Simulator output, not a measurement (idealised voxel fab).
The process module that follows is named voxel released beams.
FYI the section here is cut, 235 nm wide, cells are 5 nm squares.
When this document writes out a cross-section, it uses a grid of square cells and lists it as bands, beginning at the top and moving down, with a band standing for one or more rows of cells. Quick guide to a band line: top height, bottom height (nm) up front; then every material left to right with its width in nm. Only one material and it's marked "full width"? Then it fills the band edge to edge. And "empty" just means empty space. For the purposes of this specification, 0 denotes the height below which the wafer in its as-received condition is composed wholly of one material, and the lowermost band, lacking a lower limit, extends downward without end, as expressed in "0 down". Width spec "30->40" -> top row of cells at first value, bottom row at second value, equal per-row change in between. It should be understood that the words "nothing altered", when stated for a given step, signify that the cross-section underwent no change in any of its cells during that step. The label "Enclosed cavities" introduces a list of the empty spaces, 8 cells or larger, that have no open way up to the top; each entry in it reads width x height at distance, where the distance is taken from the left edge and all three are stated in nm. Post-settings text on a step line: simulator's own remark regarding the step. A step line may carry the setting "overlay nm", which, for steps involving a mask, states the distance by which the mask lay to the right of its intended position; negative values denote displacement to the left.

## Planned step list for the process
1) RECEIVE | material Si
2) CONFORMAL_DEP | material Al2O3 | thk nm 5
3) DIRECTIONAL_DEP | material SiO2 | thk nm 20
4) MASKED_ETCH | tone open | mask id ANCHOR | width nm 30 | etch materials SiO2 | depth nm 20 | overlay nm 0
5) CONFORMAL_DEP | material W | thk nm 10
6) MASKED_ETCH | tone cover | mask id BEAM | width nm 100 | etch materials W | depth nm 10 | overlay nm 0
7) STRIP | etch materials SiO2

## This is the cross-section of the wafer as we received it, i.e. after step 1
- 0 down | Si full width
- Enclosed cavities: none

## Cross-section at module end, one run error; start and plan unchanged from above
- 35 to 25 | empty 70 nm; W 10 nm; empty 10 nm; W 70 nm; empty 75 nm
- 25 to 15 | empty 70 nm; W 10 nm; empty 10 nm; W 10 nm; empty 135 nm
- 15 to 5 | empty 70 nm; W 30 nm; empty 135 nm
- 5 to 0 | Al2O3 full width
- 0 down | Si full width
- Enclosed cavities: none
Run error: in deviation from the planned setting, step 6 was conducted as MASKED_ETCH | tone cover | mask id BEAM | width nm 90 | etch materials W | depth nm 10 | overlay nm 0
